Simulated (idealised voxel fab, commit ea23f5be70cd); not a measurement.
Proc. module: voxel ribs on slabs
Section shown: cut. Width: 195 nm. Cell size: 5 nm, square.
Each cross-section below is a grid of square cells, stated as bands in top-down order, with one or more rows of cells making up each band.
Each band's line starts with the height of the band's top and of its bottom, in nm. Then come its materials from left to right, each with its width in nm. One material with "throughout" fills the band from edge to edge. "empty" is empty space.
The reference from which all heights are counted is 0, the level beneath which the as-received wafer is entirely one material; the lowest band, having no lower bound, proceeds downward and is written after the example "0 down".
Note: "30..40" means the width goes from the first number (top row of the band) to the second number (bottom row) in equal steps per row of cells.
"no change occurred" after a step means that no cell of the cross-section changed.
Empty spaces without an open route to the top, at least 8 cells in extent, make up the entry "Enclosed void catalog"; each is given as width x height at distance, where the distance is measured from the left edge, and all are in nm.
Where a step's line continues beyond its settings, the continuation is a remark by the simulator itself on that step.
overlay nm: on a step with a mask, how far right of its planned place the mask lay; negative means left.

-- Here's what the planned process steps look like
| 1 | RECEIVE,material Si |
| 2 | DIRECTIONAL_DEP,material SiO2,thk nm 25 |
| 3 | DIRECTIONAL_DEP,material SiN,thk nm 20 |
| 4 | DIRECTIONAL_DEP,material aC,thk nm 15 |
| 5 | PATTERN,tone cover,mask id RIB,material resist,width nm 25,thk nm 30,overlay nm 0 |
| 6 | DIRECTIONAL_ETCH,etch materials aC,depth nm 15 |
| 7 | STRIP,etch materials resist |
| 8 | DIRECTIONAL_ETCH,etch materials SiN,depth nm 5 |
| 9 | STRIP,etch materials aC |
| 10 | MASKED_ETCH,tone cover,mask id SLAB,width nm 75,etch materials SiN,depth nm 15,overlay nm 0 |
| 11 | FILL_DEP,material SiO2,thk nm 20 |
| 12 | CMP,height nm 60 |
| 13 | DIRECTIONAL_DEP,material W,thk nm 5 |
| 14 | PATTERN,tone cover,mask id HEATER,material resist,width nm 35,thk nm 20,overlay nm 0 |
| 15 | DIRECTIONAL_ETCH,etch materials W,depth nm 5 |
| 16 | STRIP,etch materials resist |
| 17 | CONFORMAL_DEP,material SiO2,thk nm 10 |

-- Received-state cross-section, reflecting completion of step 1
* 0 down: Si throughout
* Enclosed void catalog: none

-- End-of-module cross-section of the first of two wafers, processed as planned
* 75 to 70: 70 of empty  55 of SiO2  70 of empty
* 70 to 65: SiO2 throughout
* 65 to 60: 80 of SiO2  35 of W  80 of SiO2
* 60 to 45: SiO2 throughout
* 45 to 40: 85 of SiO2  25 of SiN  85 of SiO2
* 40 to 25: 60 of SiO2  75 of SiN  60 of SiO2
* 25 to 0: SiO2 throughout
* 0 down: Si throughout
* Enclosed void catalog: none

-- End-of-module cross-section of the second wafer: identical starting point and process plan to the first, with one processing mistake
* 75 to 70: 60 of empty  55 of SiO2  80 of empty
* 70 to 65: SiO2 throughout
* 65 to 60: 70 of SiO2  35 of W  90 of SiO2
* 60 to 45: SiO2 throughout
* 45 to 40: 85 of SiO2  25 of SiN  85 of SiO2
* 40 to 25: 60 of SiO2  75 of SiN  60 of SiO2
* 25 to 0: SiO2 throughout
* 0 down: Si throughout
* Enclosed void catalog: none
Want to know what went wrong? step 14, actual vs plan mismatch, actual run PATTERN,tone cover,mask id HEATER,material resist,width nm 35,thk nm 20,overlay nm -10
End check, second vs first wafer: material counts in cells match, positions do not.
